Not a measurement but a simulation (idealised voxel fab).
process module | voxel self aligned vias
It is cross-section cut that appears here, measuring 250 nm in width, its square cells being 5 nm in size.
Just so we're on the same page, the cross-sections are grids of square cells, and they're listed out in bands top to bottom, each band one or more rows deep. Quick guide to a band line: top height, bottom height (nm) up front; then every material left to right with its width in nm. Only one material and it's marked "everywhere"? Then it fills the band edge to edge. And "empty" just means empty space. Zero point of the height axis is 0; under it, received wafer = one material. Lowest band: continues down indefinitely, "0 nm and below". The width entry "30..40" should be interpreted row by row: the top row of cells in the band takes the first number, the bottom row takes the second number, and the change between adjacent rows is uniform throughout. What does "remained the same" mean for a step? It means no cell of the cross-section changed in that step. Reported under the label "Closed empty spaces" are the empty spaces having no open way to the top and comprising 8 cells or more; the notation for each is width x height at distance, in which the distance is measured from the left edge and all three values are in nm. What comes after the settings on a step's line is commentary from the simulator itself on that step. The line of a step may include "overlay nm". On a step with a mask, this value is how far to the right of its planned place the mask lay. A negative value means the mask lay to the left.

Listed below are the process steps as planned:
1 op RECEIVE | material Si
2 op CONFORMAL_DEP | material SiO2 | thk nm 10
3 op CONFORMAL_DEP | material SiCN | thk nm 5
4 op DIRECTIONAL_DEP | material lowk | thk nm 25
5 op PATTERN | tone open | mask id LINES | material resist | width nm 30 | pitch nm 65 | thk nm 15 | overlay nm 0
6 op DIRECTIONAL_ETCH | etch materials lowk | depth nm 25
7 op STRIP | etch materials resist
8 op CONFORMAL_DEP | material TiN | thk nm 5
9 op FILL_DEP | material Ru | thk nm 10
10 op CMP | height nm 40
11 op SELECTIVE_ETCH | etch materials W Ru TiN | depth nm 10
12 op FILL_DEP | material SiN | thk nm 10
13 op CMP | height nm 40
14 op DIRECTIONAL_DEP | material lowk | thk nm 15
15 op PATTERN | tone open | mask id VIAS | material resist | width nm 50 | pitch nm 65 | thk nm 20 | overlay nm 0
16 op DIRECTIONAL_ETCH | etch materials lowk | depth nm 15
17 op DIRECTIONAL_ETCH | etch materials SiN | depth nm 10
18 op STRIP | etch materials resist
19 op CONFORMAL_DEP | material TiN | thk nm 5
20 op FILL_DEP | material W | thk nm 5
21 op CMP | height nm 55
22 op CONFORMAL_DEP | material SiN | thk nm 5

First wafer out of two, processed as planned:

Received-state cross-section, reflecting completion of step 1:
	0 nm and below | Si everywhere
	Closed empty spaces: none

After step 2: wafer cross-section:
	10 nm to 0 nm | SiO2 everywhere
	Below 0, the layers are the same as they were.

After step 3: wafer cross-section:
	15 nm to 10 nm | SiCN everywhere
	Below 10, the layers are the same as they were.

After step 4: wafer cross-section:
	40 nm to 15 nm | lowk everywhere
	Below 15, the layers are the same as they were.

After step 5: wafer cross-section:
	55 nm to 40 nm | resist 45 / empty 30 / resist 35 / empty 30 / resist 35 / empty 30 / resist 45
	Below 40, the layers are the same as they were.

After step 6: wafer cross-section:
	55 nm to 40 nm | resist 45 / empty 30 / resist 35 / empty 30 / resist 35 / empty 30 / resist 45
	40 nm to 15 nm | lowk 45 / empty 30 / lowk 35 / empty 30 / lowk 35 / empty 30 / lowk 45
	Below 15, the layers are the same as they were.

After step 7: wafer cross-section:
	40 nm to 15 nm | lowk 45 / empty 30 / lowk 35 / empty 30 / lowk 35 / empty 30 / lowk 45
	Below 15, the layers are the same as they were.

After step 8: wafer cross-section:
	45 nm to 40 nm | TiN 50 / empty 20 / TiN 45 / empty 20 / TiN 45 / empty 20 / TiN 50
	40 nm to 20 nm | lowk 45 / TiN 5 / empty 20 / TiN 5 / lowk 35 / TiN 5 / empty 20 / TiN 5 / lowk 35 / TiN 5 / empty 20 / TiN 5 / lowk 45
	20 nm to 15 nm | lowk 45 / TiN 30 / lowk 35 / TiN 30 / lowk 35 / TiN 30 / lowk 45
	Below 15, the layers are the same as they were.

After step 9: wafer cross-section:
	55 nm to 45 nm | Ru everywhere
	45 nm to 40 nm | TiN 50 / Ru 20 / TiN 45 / Ru 20 / TiN 45 / Ru 20 / TiN 50
	40 nm to 20 nm | lowk 45 / TiN 5 / Ru 20 / TiN 5 / lowk 35 / TiN 5 / Ru 20 / TiN 5 / lowk 35 / TiN 5 / Ru 20 / TiN 5 / lowk 45
	Below 20, the layers are the same as they were.

After step 10: wafer cross-section:
	40 nm to 20 nm | lowk 45 / TiN 5 / Ru 20 / TiN 5 / lowk 35 / TiN 5 / Ru 20 / TiN 5 / lowk 35 / TiN 5 / Ru 20 / TiN 5 / lowk 45
	Below 20, the layers are the same as they were.

After step 11: wafer cross-section:
	40 nm to 30 nm | lowk 45 / empty 30 / lowk 35 / empty 30 / lowk 35 / empty 30 / lowk 45
	Below 30, the layers are the same as they were.

After step 12: wafer cross-section:
	50 nm to 40 nm | SiN everywhere
	40 nm to 30 nm | lowk 45 / SiN 30 / lowk 35 / SiN 30 / lowk 35 / SiN 30 / lowk 45
	Below 30, the layers are the same as they were.

After step 13: wafer cross-section:
	40 nm to 30 nm | lowk 45 / SiN 30 / lowk 35 / SiN 30 / lowk 35 / SiN 30 / lowk 45
	Below 30, the layers are the same as they were.

After step 14: wafer cross-section:
	55 nm to 40 nm | lowk everywhere
	Below 40, the layers are the same as they were.

After step 15: wafer cross-section:
	75 nm to 55 nm | resist 35 / empty 50 / resist 15 / empty 50 / resist 15 / empty 50 / resist 35
	Below 55, the layers are the same as they were.

After step 16: wafer cross-section:
	75 nm to 55 nm | resist 35 / empty 50 / resist 15 / empty 50 / resist 15 / empty 50 / resist 35
	55 nm to 40 nm | lowk 35 / empty 50 / lowk 15 / empty 50 / lowk 15 / empty 50 / lowk 35
	Below 40, the layers are the same as they were.

After step 17: wafer cross-section:
	75 nm to 55 nm | resist 35 / empty 50 / resist 15 / empty 50 / resist 15 / empty 50 / resist 35
	55 nm to 40 nm | lowk 35 / empty 50 / lowk 15 / empty 50 / lowk 15 / empty 50 / lowk 35
	40 nm to 30 nm | lowk 45 / empty 30 / lowk 35 / empty 30 / lowk 35 / empty 30 / lowk 45
	Below 30, the layers are the same as they were.

After step 18: wafer cross-section:
	55 nm to 40 nm | lowk 35 / empty 50 / lowk 15 / empty 50 / lowk 15 / empty 50 / lowk 35
	Below 40, the layers are the same as they were.

After step 19: wafer cross-section:
	60 nm to 55 nm | TiN 40 / empty 40 / TiN 25 / empty 40 / TiN 25 / empty 40 / TiN 40
	55 nm to 45 nm | lowk 35 / TiN 5 / empty 40 / TiN 5 / lowk 15 / TiN 5 / empty 40 / TiN 5 / lowk 15 / TiN 5 / empty 40 / TiN 5 / lowk 35
	45 nm to 35 nm | lowk 35..45 / TiN 15..5 / empty 20 / TiN 15..5 / lowk 15..35 / TiN 15..5 / empty 20 / TiN 15..5 / lowk 15..35 / TiN 15..5 / empty 20 / TiN 15..5 / lowk 35..45
	35 nm to 30 nm | lowk 45 / TiN 30 / lowk 35 / TiN 30 / lowk 35 / TiN 30 / lowk 45
	Below 30, the layers are the same as they were.

After step 20: wafer cross-section:
	65 nm to 60 nm | W everywhere
	60 nm to 55 nm | TiN 40 / W 40 / TiN 25 / W 40 / TiN 25 / W 40 / TiN 40
	55 nm to 45 nm | lowk 35 / TiN 5 / W 40 / TiN 5 / lowk 15 / TiN 5 / W 40 / TiN 5 / lowk 15 / TiN 5 / W 40 / TiN 5 / lowk 35
	45 nm to 35 nm | lowk 35..45 / TiN 15..5 / W 20 / TiN 15..5 / lowk 15..35 / TiN 15..5 / W 20 / TiN 15..5 / lowk 15..35 / TiN 15..5 / W 20 / TiN 15..5 / lowk 35..45
	Below 35, the layers are the same as they were.

After step 21: wafer cross-section:
	55 nm to 45 nm | lowk 35 / TiN 5 / W 40 / TiN 5 / lowk 15 / TiN 5 / W 40 / TiN 5 / lowk 15 / TiN 5 / W 40 / TiN 5 / lowk 35
	Below 45, the layers are the same as they were.

After step 22: wafer cross-section:
	60 nm to 55 nm | SiN everywhere
	Below 55, the layers are the same as they were.

The second wafer was prepared from the same starting point and under the same plan as the first; its processing contained one mistake, and it remains indistinguishable from the first wafer up to and including step 15:

Cross-section of the second wafer when, according to plan, step 16 should have finished:
	75 nm to 55 nm | resist 35 / empty 50 / resist 15 / empty 50 / resist 15 / empty 50 / resist 35
	55 nm to 40 nm | lowk 35 / empty 50 / lowk 15 / empty 50 / lowk 15 / empty 50 / lowk 35
	40 nm to 30 nm | lowk 35 / empty 10 / SiN 30 / empty 10 / lowk 15 / empty 10 / SiN 30 / empty 10 / lowk 15 / empty 10 / SiN 30 / empty 10 / lowk 35
	30 nm to 25 nm | lowk 35 / empty 10 / TiN 5 / Ru 20 / TiN 5 / empty 10 / lowk 15 / empty 10 / TiN 5 / Ru 20 / TiN 5 / empty 10 / lowk 15 / empty 10 / TiN 5 / Ru 20 / TiN 5 / empty 10 / lowk 35
	Below 25, the layers are the same as they were.

Cross-section of the second wafer when, according to plan, step 17 should have finished:
	75 nm to 55 nm | resist 35 / empty 50 / resist 15 / empty 50 / resist 15 / empty 50 / resist 35
	55 nm to 30 nm | lowk 35 / empty 50 / lowk 15 / empty 50 / lowk 15 / empty 50 / lowk 35
	Below 30, the layers are the same as they were.

Cross-section of the second wafer when, according to plan, step 18 should have finished:
	55 nm to 30 nm | lowk 35 / empty 50 / lowk 15 / empty 50 / lowk 15 / empty 50 / lowk 35
	Below 30, the layers are the same as they were.

Cross-section of the second wafer when, according to plan, step 19 should have finished:
	60 nm to 55 nm | TiN 40 / empty 40 / TiN 25 / empty 40 / TiN 25 / empty 40 / TiN 40
	55 nm to 35 nm | lowk 35 / TiN 5 / empty 40 / TiN 5 / lowk 15 / TiN 5 / empty 40 / TiN 5 / lowk 15 / TiN 5 / empty 40 / TiN 5 / lowk 35
	35 nm to 30 nm | lowk 35 / TiN 50 / lowk 15 / TiN 50 / lowk 15 / TiN 50 / lowk 35
	30 nm to 20 nm | lowk 35..45 / TiN 15..5 / Ru 20 / TiN 15..5 / lowk 15..35 / TiN 15..5 / Ru 20 / TiN 15..5 / lowk 15..35 / TiN 15..5 / Ru 20 / TiN 15..5 / lowk 35..45
	Below 20, the layers are the same as they were.

Cross-section of the second wafer when, according to plan, step 20 should have finished:
	65 nm to 60 nm | W everywhere
	60 nm to 55 nm | TiN 40 / W 40 / TiN 25 / W 40 / TiN 25 / W 40 / TiN 40
	55 nm to 35 nm | lowk 35 / TiN 5 / W 40 / TiN 5 / lowk 15 / TiN 5 / W 40 / TiN 5 / lowk 15 / TiN 5 / W 40 / TiN 5 / lowk 35
	Below 35, the layers are the same as they were.

Cross-section of the second wafer when, according to plan, step 21 should have finished:
	55 nm to 35 nm | lowk 35 / TiN 5 / W 40 / TiN 5 / lowk 15 / TiN 5 / W 40 / TiN 5 / lowk 15 / TiN 5 / W 40 / TiN 5 / lowk 35
	Below 35, the layers are the same as they were.

Cross-section of the second wafer when, according to plan, step 22 should have finished:
	60 nm to 55 nm | SiN everywhere
	Below 55, the layers are the same as they were.
What went wrong in running the wafer? regarding the plan, step 16 was run twice
End check, counted in cells, second wafer has more or fewer of these materials than the first: 12 more of TiN; 24 more of W; 36 fewer of lowk
